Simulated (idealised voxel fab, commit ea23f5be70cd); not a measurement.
process module | voxel transistor to metal
cross-section cut | 190 nm wide | cells 5 nm
A cross-section is a grid of square cells, given in bands from the top down. A band is one or more rows of cells.
Each band's line starts with the height of the band's top and of its bottom, in nm. Then come its materials from left to right, each with its width in nm. One material with "throughout" fills the band from edge to edge. "air" is empty space.
Height 0 is the level under which the wafer as received is all one material. The lowest band goes on downwards, as in "0 down".
A width such as "30 to 40" changes by the same amount from each row of cells to the next, from the band's top row to its bottom row.
"no change" after a step means that no cell of the cross-section changed.
closed voids: empty space of 8 cells or more with no open way to the top, each as width x height at its distance from the left edge, in nm
after a step's settings: what the simulator itself notes on the step
overlay nm, on a step with a mask: how far to the right of its planned place the mask lay; to the left if negative
plan
1 op RECEIVE | material Si
2 op OXIDIZE | depth nm 5
3 op CONFORMAL_DEP | material SiN | thk nm 15
4 op PATTERN | tone cover | mask id ACTIVE | material resist | width nm 115 | thk nm 15 | overlay nm 0
5 op DIRECTIONAL_ETCH | etch materials SiN | depth nm 15
6 op DIRECTIONAL_ETCH | etch materials SiO2 | depth nm 5
7 op DIRECTIONAL_ETCH | etch materials Si | depth nm 30
8 op STRIP | etch materials resist
9 op FILL_DEP | material SiO2 | thk nm 15
10 op CMP | height nm 15
11 op SELECTIVE_ETCH | etch materials SiO2 | depth nm 15
12 op STRIP | etch materials SiN
13 op SELECTIVE_ETCH | etch materials SiO2 | depth nm 5
14 op OXIDIZE | depth nm 5
15 op DIRECTIONAL_DEP | material polySi | thk nm 25
16 op DIRECTIONAL_DEP | material SiCN | thk nm 10
17 op DIRECTIONAL_DEP | material aC | thk nm 10
18 op PATTERN | tone cover | mask id GATE | material resist | width nm 25 | thk nm 30 | overlay nm 0
19 op DIRECTIONAL_ETCH | etch materials aC | depth nm 10
20 op STRIP | etch materials resist
21 op DIRECTIONAL_ETCH | etch materials SiCN | depth nm 20
22 op DIRECTIONAL_ETCH | etch materials polySi | depth nm 35
23 op STRIP | etch materials aC
24 op CONFORMAL_DEP | material SiO2 | thk nm 5
25 op DIRECTIONAL_ETCH | etch materials SiO2 | depth nm 5
26 op CONFORMAL_DEP | material SiN | thk nm 5
27 op DIRECTIONAL_ETCH | etch materials SiN | depth nm 5
28 op DIRECTIONAL_ETCH | etch materials SiO2 | depth nm 5
29 op DIRECTIONAL_ETCH | etch materials Si | depth nm 10
30 op EPI | material SiGe | thk nm 10
31 op FILL_DEP | material SiO2 | thk nm 5
32 op CMP | height nm 30
33 op DIRECTIONAL_DEP | material SiO2 | thk nm 15
34 op DIRECTIONAL_DEP | material aC | thk nm 15
35 op PATTERN | tone open | mask id CONTACT | material resist | width nm 30 | pitch nm 65 | thk nm 30 | overlay nm 0
36 op DIRECTIONAL_ETCH | etch materials aC | depth nm 15
37 op STRIP | etch materials resist
38 op DIRECTIONAL_ETCH | etch materials SiO2 | depth nm 55
39 op STRIP | etch materials aC
40 op CONFORMAL_DEP | material TiN | thk nm 5
41 op FILL_DEP | material Ru | thk nm 5
42 op CMP | height nm 45
43 op DIRECTIONAL_DEP | material TiN | thk nm 5
44 op DIRECTIONAL_DEP | material Ru | thk nm 25
45 op PATTERN | tone cover | mask id METAL_1 | material resist | width nm 20 | pitch nm 75 | thk nm 15 | overlay nm 0
46 op DIRECTIONAL_ETCH | etch materials Ru | depth nm 25
47 op DIRECTIONAL_ETCH | etch materials TiN | depth nm 5
48 op STRIP | etch materials resist
49 op FILL_DEP | material lowk | thk nm 10
50 op CMP | height nm 75
51 op CONFORMAL_DEP | material SiCN | thk nm 5
52 op DIRECTIONAL_DEP | material SiO2 | thk nm 25
53 op PATTERN | tone open | mask id METAL_2 | material resist | width nm 20 | pitch nm 75 | thk nm 20 | overlay nm 0
54 op DIRECTIONAL_ETCH | etch materials SiO2 | depth nm 15
55 op STRIP | etch materials resist
56 op DIRECTIONAL_DEP | material aC | thk nm 15
57 op PATTERN | tone open | mask id METAL_2_HOLES | material resist | width nm 15 | pitch nm 75 | thk nm 35 | overlay nm 0
58 op DIRECTIONAL_ETCH | etch materials aC | depth nm 15
59 op STRIP | etch materials resist
60 op DIRECTIONAL_ETCH | etch materials SiO2 | depth nm 10
61 op DIRECTIONAL_ETCH | etch materials SiCN | depth nm 5
62 op STRIP | etch materials aC
63 op CONFORMAL_DEP | material TiN | thk nm 5
64 op FILL_DEP | material Cu | thk nm 5
65 op CMP | height nm 105
66 op CONFORMAL_DEP | material SiCN | thk nm 5
first wafer, as planned
as received, after step 1
  0 down: Si throughout
  closed voids: none
after step 2
  0 to -5: SiO2 throughout
  below -5: unchanged
after step 3
  15 to 0: SiN throughout
  below 0: unchanged
after step 4
  30 to 15: air 35 | resist 115 | air 40
  below 15: unchanged
after step 5
  30 to 15: air 35 | resist 115 | air 40
  15 to 0: air 35 | SiN 115 | air 40
  below 0: unchanged
after step 6
  30 to 15: air 35 | resist 115 | air 40
  15 to 0: air 35 | SiN 115 | air 40
  0 to -5: air 35 | SiO2 115 | air 40
  below -5: unchanged
after step 7
  30 to 15: air 35 | resist 115 | air 40
  15 to 0: air 35 | SiN 115 | air 40
  0 to -5: air 35 | SiO2 115 | air 40
  -5 to -35: air 35 | Si 115 | air 40
  below -35: unchanged
after step 8
  15 to 0: air 35 | SiN 115 | air 40
  below 0: unchanged
after step 9
  30 to 15: SiO2 throughout
  15 to 0: SiO2 35 | SiN 115 | SiO2 40
  0 to -5: SiO2 throughout
  -5 to -35: SiO2 35 | Si 115 | SiO2 40
  below -35: unchanged
after step 10
  15 to 0: SiO2 35 | SiN 115 | SiO2 40
  below 0: unchanged
after step 11
  15 to 0: air 35 | SiN 115 | air 40
  below 0: unchanged
after step 12
  0 to -5: SiO2 throughout
  below -5: unchanged
after step 13
  -5 to -35: SiO2 35 | Si 115 | SiO2 40
  below -35: unchanged
after step 14
  -5 to -10: SiO2 throughout
  below -10: unchanged
after step 15
  20 to -5: polySi throughout
  below -5: unchanged
after step 16
  30 to 20: SiCN throughout
  below 20: unchanged
after step 17
  40 to 30: aC throughout
  below 30: unchanged
after step 18
  70 to 40: air 80 | resist 25 | air 85
  below 40: unchanged
after step 19
  60 to 40: air 80 | resist 25 | air 85
  40 to 30: air 80 | aC 25 | air 85
  below 30: unchanged
after step 20
  40 to 30: air 80 | aC 25 | air 85
  below 30: unchanged
after step 21
  40 to 30: air 80 | aC 25 | air 85
  30 to 20: air 80 | SiCN 25 | air 85
  below 20: unchanged
after step 22
  40 to 30: air 80 | aC 25 | air 85
  30 to 20: air 80 | SiCN 25 | air 85
  20 to -5: air 80 | polySi 25 | air 85
  below -5: unchanged
after step 23
  30 to 20: air 80 | SiCN 25 | air 85
  below 20: unchanged
after step 24
  35 to 30: air 75 | SiO2 35 | air 80
  30 to 20: air 75 | SiO2 5 | SiCN 25 | SiO2 5 | air 80
  20 to 0: air 75 | SiO2 5 | polySi 25 | SiO2 5 | air 80
  0 to -5: SiO2 80 | polySi 25 | SiO2 85
  below -5: unchanged
after step 25
  30 to 20: air 75 | SiO2 5 | SiCN 25 | SiO2 5 | air 80
  20 to -5: air 75 | SiO2 5 | polySi 25 | SiO2 5 | air 80
  below -5: unchanged
after step 26
  35 to 30: air 70 | SiN 45 | air 75
  30 to 20: air 70 | SiN 5 | SiO2 5 | SiCN 25 | SiO2 5 | SiN 5 | air 75
  20 to 0: air 70 | SiN 5 | SiO2 5 | polySi 25 | SiO2 5 | SiN 5 | air 75
  0 to -5: SiN 75 | SiO2 5 | polySi 25 | SiO2 5 | SiN 80
  below -5: unchanged
after step 27
  30 to 20: air 70 | SiN 5 | SiO2 5 | SiCN 25 | SiO2 5 | SiN 5 | air 75
  20 to -5: air 70 | SiN 5 | SiO2 5 | polySi 25 | SiO2 5 | SiN 5 | air 75
  below -5: unchanged
after step 28
  30 to 25: air 70 | SiN 5 | air 5 | SiCN 25 | air 5 | SiN 5 | air 75
  25 to 20: air 70 | SiN 5 | SiO2 5 | SiCN 25 | SiO2 5 | SiN 5 | air 75
  20 to -5: air 70 | SiN 5 | SiO2 5 | polySi 25 | SiO2 5 | SiN 5 | air 75
  -5 to -10: air 70 | SiO2 45 | air 75
  below -10: unchanged
after step 29
  30 to 25: air 70 | SiN 5 | air 5 | SiCN 25 | air 5 | SiN 5 | air 75
  25 to 20: air 70 | SiN 5 | SiO2 5 | SiCN 25 | SiO2 5 | SiN 5 | air 75
  20 to -5: air 70 | SiN 5 | SiO2 5 | polySi 25 | SiO2 5 | SiN 5 | air 75
  -5 to -10: air 70 | SiO2 45 | air 75
  -10 to -20: SiO2 35 | air 35 | Si 45 | air 35 | SiO2 40
  below -20: unchanged
after step 30
  30 to 25: air 70 | SiN 5 | air 5 | SiCN 25 | air 5 | SiN 5 | air 75
  25 to 20: air 70 | SiN 5 | SiO2 5 | SiCN 25 | SiO2 5 | SiN 5 | air 75
  20 to 0: air 70 | SiN 5 | SiO2 5 | polySi 25 | SiO2 5 | SiN 5 | air 75
  0 to -5: air 60 | SiGe 10 | SiN 5 | SiO2 5 | polySi 25 | SiO2 5 | SiN 5 | SiGe 10 | air 65
  -5 to -10: air 60 | SiGe 10 | SiO2 45 | SiGe 10 | air 65
  -10 to -20: SiO2 35 | SiGe 35 | Si 45 | SiGe 35 | SiO2 40
  below -20: unchanged
after step 31
  35 to 30: SiO2 throughout
  30 to 20: SiO2 70 | SiN 5 | SiO2 5 | SiCN 25 | SiO2 5 | SiN 5 | SiO2 75
  20 to 0: SiO2 70 | SiN 5 | SiO2 5 | polySi 25 | SiO2 5 | SiN 5 | SiO2 75
  0 to -5: SiO2 60 | SiGe 10 | SiN 5 | SiO2 5 | polySi 25 | SiO2 5 | SiN 5 | SiGe 10 | SiO2 65
  -5 to -10: SiO2 60 | SiGe 10 | SiO2 45 | SiGe 10 | SiO2 65
  below -10: unchanged
after step 32
  30 to 20: SiO2 70 | SiN 5 | SiO2 5 | SiCN 25 | SiO2 5 | SiN 5 | SiO2 75
  below 20: unchanged
after step 33
  45 to 30: SiO2 throughout
  below 30: unchanged
after step 34
  60 to 45: aC throughout
  below 45: unchanged
after step 35
  90 to 60: resist 45 | air 30 | resist 35 | air 30 | resist 50
  below 60: unchanged
after step 36
  75 to 60: resist 45 | air 30 | resist 35 | air 30 | resist 50
  60 to 45: aC 45 | air 30 | aC 35 | air 30 | aC 50
  below 45: unchanged
after step 37
  60 to 45: aC 45 | air 30 | aC 35 | air 30 | aC 50
  below 45: unchanged
after step 38
  60 to 45: aC 45 | air 30 | aC 35 | air 30 | aC 50
  45 to 30: SiO2 45 | air 30 | SiO2 35 | air 30 | SiO2 50
  30 to 20: SiO2 45 | air 25 | SiN 5 | SiO2 5 | SiCN 25 | SiO2 5 | SiN 5 | air 25 | SiO2 50
  20 to 0: SiO2 45 | air 25 | SiN 5 | SiO2 5 | polySi 25 | SiO2 5 | SiN 5 | air 25 | SiO2 50
  0 to -5: SiO2 45 | air 15 | SiGe 10 | SiN 5 | SiO2 5 | polySi 25 | SiO2 5 | SiN 5 | SiGe 10 | air 15 | SiO2 50
  -5 to -10: SiO2 45 | air 15 | SiGe 10 | SiO2 45 | SiGe 10 | air 15 | SiO2 50
  below -10: unchanged
after step 39
  45 to 30: SiO2 45 | air 30 | SiO2 35 | air 30 | SiO2 50
  below 30: unchanged
after step 40
  50 to 45: TiN 50 | air 20 | TiN 45 | air 20 | TiN 55
  45 to 35: SiO2 45 | TiN 5 | air 20 | TiN 5 | SiO2 35 | TiN 5 | air 20 | TiN 5 | SiO2 50
  35 to 30: SiO2 45 | TiN 5 | air 15 | TiN 10 | SiO2 35 | TiN 10 | air 15 | TiN 5 | SiO2 50
  30 to 20: SiO2 45 | TiN 5 | air 15 | TiN 5 | SiN 5 | SiO2 5 | SiCN 25 | SiO2 5 | SiN 5 | TiN 5 | air 15 | TiN 5 | SiO2 50
  20 to 5: SiO2 45 | TiN 5 | air 15 | TiN 5 | SiN 5 | SiO2 5 | polySi 25 | SiO2 5 | SiN 5 | TiN 5 | air 15 | TiN 5 | SiO2 50
  5 to 0: SiO2 45 | TiN 5 | air 5 | TiN 15 | SiN 5 | SiO2 5 | polySi 25 | SiO2 5 | SiN 5 | TiN 15 | air 5 | TiN 5 | SiO2 50
  0 to -5: SiO2 45 | TiN 5 | air 5 | TiN 5 | SiGe 10 | SiN 5 | SiO2 5 | polySi 25 | SiO2 5 | SiN 5 | SiGe 10 | TiN 5 | air 5 | TiN 5 | SiO2 50
  -5 to -10: SiO2 45 | TiN 15 | SiGe 10 | SiO2 45 | SiGe 10 | TiN 15 | SiO2 50
  below -10: unchanged
after step 41
  55 to 50: Ru throughout
  50 to 45: TiN 50 | Ru 20 | TiN 45 | Ru 20 | TiN 55
  45 to 35: SiO2 45 | TiN 5 | Ru 20 | TiN 5 | SiO2 35 | TiN 5 | Ru 20 | TiN 5 | SiO2 50
  35 to 30: SiO2 45 | TiN 5 | Ru 15 | TiN 10 | SiO2 35 | TiN 10 | Ru 15 | TiN 5 | SiO2 50
  30 to 20: SiO2 45 | TiN 5 | Ru 15 | TiN 5 | SiN 5 | SiO2 5 | SiCN 25 | SiO2 5 | SiN 5 | TiN 5 | Ru 15 | TiN 5 | SiO2 50
  20 to 5: SiO2 45 | TiN 5 | Ru 15 | TiN 5 | SiN 5 | SiO2 5 | polySi 25 | SiO2 5 | SiN 5 | TiN 5 | Ru 15 | TiN 5 | SiO2 50
  5 to 0: SiO2 45 | TiN 5 | Ru 5 | TiN 15 | SiN 5 | SiO2 5 | polySi 25 | SiO2 5 | SiN 5 | TiN 15 | Ru 5 | TiN 5 | SiO2 50
  0 to -5: SiO2 45 | TiN 5 | Ru 5 | TiN 5 | SiGe 10 | SiN 5 | SiO2 5 | polySi 25 | SiO2 5 | SiN 5 | SiGe 10 | TiN 5 | Ru 5 | TiN 5 | SiO2 50
  below -5: unchanged
after step 42
  45 to 35: SiO2 45 | TiN 5 | Ru 20 | TiN 5 | SiO2 35 | TiN 5 | Ru 20 | TiN 5 | SiO2 50
  below 35: unchanged
after step 43
  50 to 45: TiN throughout
  below 45: unchanged
after step 44
  75 to 50: Ru throughout
  below 50: unchanged
after step 45
  90 to 75: air 45 | resist 20 | air 55 | resist 20 | air 50
  below 75: unchanged
after step 46
  90 to 75: air 45 | resist 20 | air 55 | resist 20 | air 50
  75 to 50: air 45 | Ru 20 | air 55 | Ru 20 | air 50
  below 50: unchanged
after step 47
  90 to 75: air 45 | resist 20 | air 55 | resist 20 | air 50
  75 to 50: air 45 | Ru 20 | air 55 | Ru 20 | air 50
  50 to 45: air 45 | TiN 20 | air 55 | TiN 20 | air 50
  below 45: unchanged
after step 48
  75 to 50: air 45 | Ru 20 | air 55 | Ru 20 | air 50
  below 50: unchanged
after step 49
  85 to 75: lowk throughout
  75 to 50: lowk 45 | Ru 20 | lowk 55 | Ru 20 | lowk 50
  50 to 45: lowk 45 | TiN 20 | lowk 55 | TiN 20 | lowk 50
  below 45: unchanged
after step 50
  75 to 50: lowk 45 | Ru 20 | lowk 55 | Ru 20 | lowk 50
  below 50: unchanged
after step 51
  80 to 75: SiCN throughout
  below 75: unchanged
after step 52
  105 to 80: SiO2 throughout
  below 80: unchanged
after step 53
  125 to 105: resist 45 | air 20 | resist 55 | air 20 | resist 50
  below 105: unchanged
after step 54
  125 to 105: resist 45 | air 20 | resist 55 | air 20 | resist 50
  105 to 90: SiO2 45 | air 20 | SiO2 55 | air 20 | SiO2 50
  below 90: unchanged
after step 55
  105 to 90: SiO2 45 | air 20 | SiO2 55 | air 20 | SiO2 50
  below 90: unchanged
after step 56
  120 to 105: aC 45 | air 20 | aC 55 | air 20 | aC 50
  105 to 90: SiO2 45 | aC 20 | SiO2 55 | aC 20 | SiO2 50
  below 90: unchanged
after step 57
  155 to 120: resist 45 | air 15 | resist 60 | air 15 | resist 55
  120 to 105: aC 45 | air 15 | resist 5 | aC 55 | air 15 | resist 5 | aC 50
  below 105: unchanged
after step 58
  140 to 120: resist 45 | air 15 | resist 60 | air 15 | resist 55
  120 to 105: aC 45 | air 15 | resist 5 | aC 55 | air 15 | resist 5 | aC 50
  105 to 90: SiO2 45 | air 15 | aC 5 | SiO2 55 | air 15 | aC 5 | SiO2 50
  below 90: unchanged
after step 59
  120 to 105: aC 45 | air 20 | aC 55 | air 20 | aC 50
  below 105: unchanged
after step 60
  120 to 105: aC 45 | air 20 | aC 55 | air 20 | aC 50
  105 to 90: SiO2 45 | air 15 | aC 5 | SiO2 55 | air 15 | aC 5 | SiO2 50
  90 to 80: SiO2 45 | air 15 | SiO2 60 | air 15 | SiO2 55
  below 80: unchanged
after step 61
  120 to 105: aC 45 | air 20 | aC 55 | air 20 | aC 50
  105 to 90: SiO2 45 | air 15 | aC 5 | SiO2 55 | air 15 | aC 5 | SiO2 50
  90 to 80: SiO2 45 | air 15 | SiO2 60 | air 15 | SiO2 55
  80 to 75: SiCN 45 | air 15 | SiCN 60 | air 15 | SiCN 55
  below 75: unchanged
after step 62
  105 to 90: SiO2 45 | air 20 | SiO2 55 | air 20 | SiO2 50
  below 90: unchanged
after step 63
  110 to 105: TiN 50 | air 10 | TiN 65 | air 10 | TiN 55
  105 to 95: SiO2 45 | TiN 5 | air 10 | TiN 5 | SiO2 55 | TiN 5 | air 10 | TiN 5 | SiO2 50
  95 to 90: SiO2 45 | TiN 5 | air 5 | TiN 10 | SiO2 55 | TiN 5 | air 5 | TiN 10 | SiO2 50
  90 to 80: SiO2 45 | TiN 5 | air 5 | TiN 5 | SiO2 60 | TiN 5 | air 5 | TiN 5 | SiO2 55
  80 to 75: SiCN 45 | TiN 15 | SiCN 60 | TiN 15 | SiCN 55
  below 75: unchanged
after step 64
  115 to 110: Cu throughout
  110 to 105: TiN 50 | Cu 10 | TiN 65 | Cu 10 | TiN 55
  105 to 95: SiO2 45 | TiN 5 | Cu 10 | TiN 5 | SiO2 55 | TiN 5 | Cu 10 | TiN 5 | SiO2 50
  95 to 90: SiO2 45 | TiN 5 | Cu 5 | TiN 10 | SiO2 55 | TiN 5 | Cu 5 | TiN 10 | SiO2 50
  90 to 80: SiO2 45 | TiN 5 | Cu 5 | TiN 5 | SiO2 60 | TiN 5 | Cu 5 | TiN 5 | SiO2 55
  below 80: unchanged
after step 65
  105 to 95: SiO2 45 | TiN 5 | Cu 10 | TiN 5 | SiO2 55 | TiN 5 | Cu 10 | TiN 5 | SiO2 50
  below 95: unchanged
after step 66
  110 to 105: SiCN throughout
  below 105: unchanged
second wafer: like start, like plan, one mistake. Through step 29 it matches the first wafer
when step 30 should have ended
  30 to 25: air 70 | SiN 5 | air 5 | SiCN 25 | air 5 | SiN 5 | air 75
  25 to 20: air 70 | SiN 5 | SiO2 5 | SiCN 25 | SiO2 5 | SiN 5 | air 75
  20 to 5: air 70 | SiN 5 | SiO2 5 | polySi 25 | SiO2 5 | SiN 5 | air 75
  5 to -5: air 55 | SiGe 15 | SiN 5 | SiO2 5 | polySi 25 | SiO2 5 | SiN 5 | SiGe 15 | air 60
  -5 to -10: air 30 | SiGe 40 | SiO2 45 | SiGe 40 | air 35
  -10 to -20: SiO2 35 | SiGe 35 | Si 45 | SiGe 35 | SiO2 40
  below -20: unchanged
when step 31 should have ended
  35 to 30: SiO2 throughout
  30 to 20: SiO2 70 | SiN 5 | SiO2 5 | SiCN 25 | SiO2 5 | SiN 5 | SiO2 75
  20 to 5: SiO2 70 | SiN 5 | SiO2 5 | polySi 25 | SiO2 5 | SiN 5 | SiO2 75
  5 to -5: SiO2 55 | SiGe 15 | SiN 5 | SiO2 5 | polySi 25 | SiO2 5 | SiN 5 | SiGe 15 | SiO2 60
  -5 to -10: SiO2 30 | SiGe 40 | SiO2 45 | SiGe 40 | SiO2 35
  below -10: unchanged
when step 32 should have ended
  30 to 20: SiO2 70 | SiN 5 | SiO2 5 | SiCN 25 | SiO2 5 | SiN 5 | SiO2 75
  below 20: unchanged
when step 33 should have ended
  45 to 30: SiO2 throughout
  below 30: unchanged
when step 34 should have ended
  60 to 45: aC throughout
  below 45: unchanged
when step 35 should have ended
  90 to 60: resist 45 | air 30 | resist 35 | air 30 | resist 50
  below 60: unchanged
when step 36 should have ended
  75 to 60: resist 45 | air 30 | resist 35 | air 30 | resist 50
  60 to 45: aC 45 | air 30 | aC 35 | air 30 | aC 50
  below 45: unchanged
when step 37 should have ended
  60 to 45: aC 45 | air 30 | aC 35 | air 30 | aC 50
  below 45: unchanged
when step 38 should have ended
  60 to 45: aC 45 | air 30 | aC 35 | air 30 | aC 50
  45 to 30: SiO2 45 | air 30 | SiO2 35 | air 30 | SiO2 50
  30 to 20: SiO2 45 | air 25 | SiN 5 | SiO2 5 | SiCN 25 | SiO2 5 | SiN 5 | air 25 | SiO2 50
  20 to 5: SiO2 45 | air 25 | SiN 5 | SiO2 5 | polySi 25 | SiO2 5 | SiN 5 | air 25 | SiO2 50
  5 to -5: SiO2 45 | air 10 | SiGe 15 | SiN 5 | SiO2 5 | polySi 25 | SiO2 5 | SiN 5 | SiGe 15 | air 10 | SiO2 50
  below -5: unchanged
when step 39 should have ended
  45 to 30: SiO2 45 | air 30 | SiO2 35 | air 30 | SiO2 50
  below 30: unchanged
when step 40 should have ended
  50 to 45: TiN 50 | air 20 | TiN 45 | air 20 | TiN 55
  45 to 35: SiO2 45 | TiN 5 | air 20 | TiN 5 | SiO2 35 | TiN 5 | air 20 | TiN 5 | SiO2 50
  35 to 30: SiO2 45 | TiN 5 | air 15 | TiN 10 | SiO2 35 | TiN 10 | air 15 | TiN 5 | SiO2 50
  30 to 20: SiO2 45 | TiN 5 | air 15 | TiN 5 | SiN 5 | SiO2 5 | SiCN 25 | SiO2 5 | SiN 5 | TiN 5 | air 15 | TiN 5 | SiO2 50
  20 to 10: SiO2 45 | TiN 5 | air 15 | TiN 5 | SiN 5 | SiO2 5 | polySi 25 | SiO2 5 | SiN 5 | TiN 5 | air 15 | TiN 5 | SiO2 50
  10 to 5: SiO2 45 | TiN 25 | SiN 5 | SiO2 5 | polySi 25 | SiO2 5 | SiN 5 | TiN 25 | SiO2 50
  5 to -5: SiO2 45 | TiN 10 | SiGe 15 | SiN 5 | SiO2 5 | polySi 25 | SiO2 5 | SiN 5 | SiGe 15 | TiN 10 | SiO2 50
  below -5: unchanged
when step 41 should have ended
  55 to 50: Ru throughout
  50 to 45: TiN 50 | Ru 20 | TiN 45 | Ru 20 | TiN 55
  45 to 35: SiO2 45 | TiN 5 | Ru 20 | TiN 5 | SiO2 35 | TiN 5 | Ru 20 | TiN 5 | SiO2 50
  35 to 30: SiO2 45 | TiN 5 | Ru 15 | TiN 10 | SiO2 35 | TiN 10 | Ru 15 | TiN 5 | SiO2 50
  30 to 20: SiO2 45 | TiN 5 | Ru 15 | TiN 5 | SiN 5 | SiO2 5 | SiCN 25 | SiO2 5 | SiN 5 | TiN 5 | Ru 15 | TiN 5 | SiO2 50
  20 to 10: SiO2 45 | TiN 5 | Ru 15 | TiN 5 | SiN 5 | SiO2 5 | polySi 25 | SiO2 5 | SiN 5 | TiN 5 | Ru 15 | TiN 5 | SiO2 50
  below 10: unchanged
when step 42 should have ended
  45 to 35: SiO2 45 | TiN 5 | Ru 20 | TiN 5 | SiO2 35 | TiN 5 | Ru 20 | TiN 5 | SiO2 50
  below 35: unchanged
when step 43 should have ended
  50 to 45: TiN throughout
  below 45: unchanged
when step 44 should have ended
  75 to 50: Ru throughout
  below 50: unchanged
when step 45 should have ended
  90 to 75: air 45 | resist 20 | air 55 | resist 20 | air 50
  below 75: unchanged
when step 46 should have ended
  90 to 75: air 45 | resist 20 | air 55 | resist 20 | air 50
  75 to 50: air 45 | Ru 20 | air 55 | Ru 20 | air 50
  below 50: unchanged
when step 47 should have ended
  90 to 75: air 45 | resist 20 | air 55 | resist 20 | air 50
  75 to 50: air 45 | Ru 20 | air 55 | Ru 20 | air 50
  50 to 45: air 45 | TiN 20 | air 55 | TiN 20 | air 50
  below 45: unchanged
when step 48 should have ended
  75 to 50: air 45 | Ru 20 | air 55 | Ru 20 | air 50
  below 50: unchanged
when step 49 should have ended
  85 to 75: lowk throughout
  75 to 50: lowk 45 | Ru 20 | lowk 55 | Ru 20 | lowk 50
  50 to 45: lowk 45 | TiN 20 | lowk 55 | TiN 20 | lowk 50
  below 45: unchanged
when step 50 should have ended
  75 to 50: lowk 45 | Ru 20 | lowk 55 | Ru 20 | lowk 50
  below 50: unchanged
when step 51 should have ended
  80 to 75: SiCN throughout
  below 75: unchanged
when step 52 should have ended
  105 to 80: SiO2 throughout
  below 80: unchanged
when step 53 should have ended
  125 to 105: resist 45 | air 20 | resist 55 | air 20 | resist 50
  below 105: unchanged
when step 54 should have ended
  125 to 105: resist 45 | air 20 | resist 55 | air 20 | resist 50
  105 to 90: SiO2 45 | air 20 | SiO2 55 | air 20 | SiO2 50
  below 90: unchanged
when step 55 should have ended
  105 to 90: SiO2 45 | air 20 | SiO2 55 | air 20 | SiO2 50
  below 90: unchanged
when step 56 should have ended
  120 to 105: aC 45 | air 20 | aC 55 | air 20 | aC 50
  105 to 90: SiO2 45 | aC 20 | SiO2 55 | aC 20 | SiO2 50
  below 90: unchanged
when step 57 should have ended
  155 to 120: resist 45 | air 15 | resist 60 | air 15 | resist 55
  120 to 105: aC 45 | air 15 | resist 5 | aC 55 | air 15 | resist 5 | aC 50
  below 105: unchanged
when step 58 should have ended
  140 to 120: resist 45 | air 15 | resist 60 | air 15 | resist 55
  120 to 105: aC 45 | air 15 | resist 5 | aC 55 | air 15 | resist 5 | aC 50
  105 to 90: SiO2 45 | air 15 | aC 5 | SiO2 55 | air 15 | aC 5 | SiO2 50
  below 90: unchanged
when step 59 should have ended
  120 to 105: aC 45 | air 20 | aC 55 | air 20 | aC 50
  below 105: unchanged
when step 60 should have ended
  120 to 105: aC 45 | air 20 | aC 55 | air 20 | aC 50
  105 to 90: SiO2 45 | air 15 | aC 5 | SiO2 55 | air 15 | aC 5 | SiO2 50
  90 to 80: SiO2 45 | air 15 | SiO2 60 | air 15 | SiO2 55
  below 80: unchanged
when step 61 should have ended
  120 to 105: aC 45 | air 20 | aC 55 | air 20 | aC 50
  105 to 90: SiO2 45 | air 15 | aC 5 | SiO2 55 | air 15 | aC 5 | SiO2 50
  90 to 80: SiO2 45 | air 15 | SiO2 60 | air 15 | SiO2 55
  80 to 75: SiCN 45 | air 15 | SiCN 60 | air 15 | SiCN 55
  below 75: unchanged
when step 62 should have ended
  105 to 90: SiO2 45 | air 20 | SiO2 55 | air 20 | SiO2 50
  below 90: unchanged
when step 63 should have ended
  110 to 105: TiN 50 | air 10 | TiN 65 | air 10 | TiN 55
  105 to 95: SiO2 45 | TiN 5 | air 10 | TiN 5 | SiO2 55 | TiN 5 | air 10 | TiN 5 | SiO2 50
  95 to 90: SiO2 45 | TiN 5 | air 5 | TiN 10 | SiO2 55 | TiN 5 | air 5 | TiN 10 | SiO2 50
  90 to 80: SiO2 45 | TiN 5 | air 5 | TiN 5 | SiO2 60 | TiN 5 | air 5 | TiN 5 | SiO2 55
  80 to 75: SiCN 45 | TiN 15 | SiCN 60 | TiN 15 | SiCN 55
  below 75: unchanged
when step 64 should have ended
  115 to 110: Cu throughout
  110 to 105: TiN 50 | Cu 10 | TiN 65 | Cu 10 | TiN 55
  105 to 95: SiO2 45 | TiN 5 | Cu 10 | TiN 5 | SiO2 55 | TiN 5 | Cu 10 | TiN 5 | SiO2 50
  95 to 90: SiO2 45 | TiN 5 | Cu 5 | TiN 10 | SiO2 55 | TiN 5 | Cu 5 | TiN 10 | SiO2 50
  90 to 80: SiO2 45 | TiN 5 | Cu 5 | TiN 5 | SiO2 60 | TiN 5 | Cu 5 | TiN 5 | SiO2 55
  below 80: unchanged
when step 65 should have ended
  105 to 95: SiO2 45 | TiN 5 | Cu 10 | TiN 5 | SiO2 55 | TiN 5 | Cu 10 | TiN 5 | SiO2 50
  below 95: unchanged
when step 66 should have ended
  110 to 105: SiCN throughout
  below 105: unchanged
what went wrong: step 30 ran as: op EPI | material SiGe | thk nm 15
at the end the second wafer has, in cells: 10 fewer of Ru | 20 more of SiGe | 6 fewer of SiO2 | 4 fewer of TiN
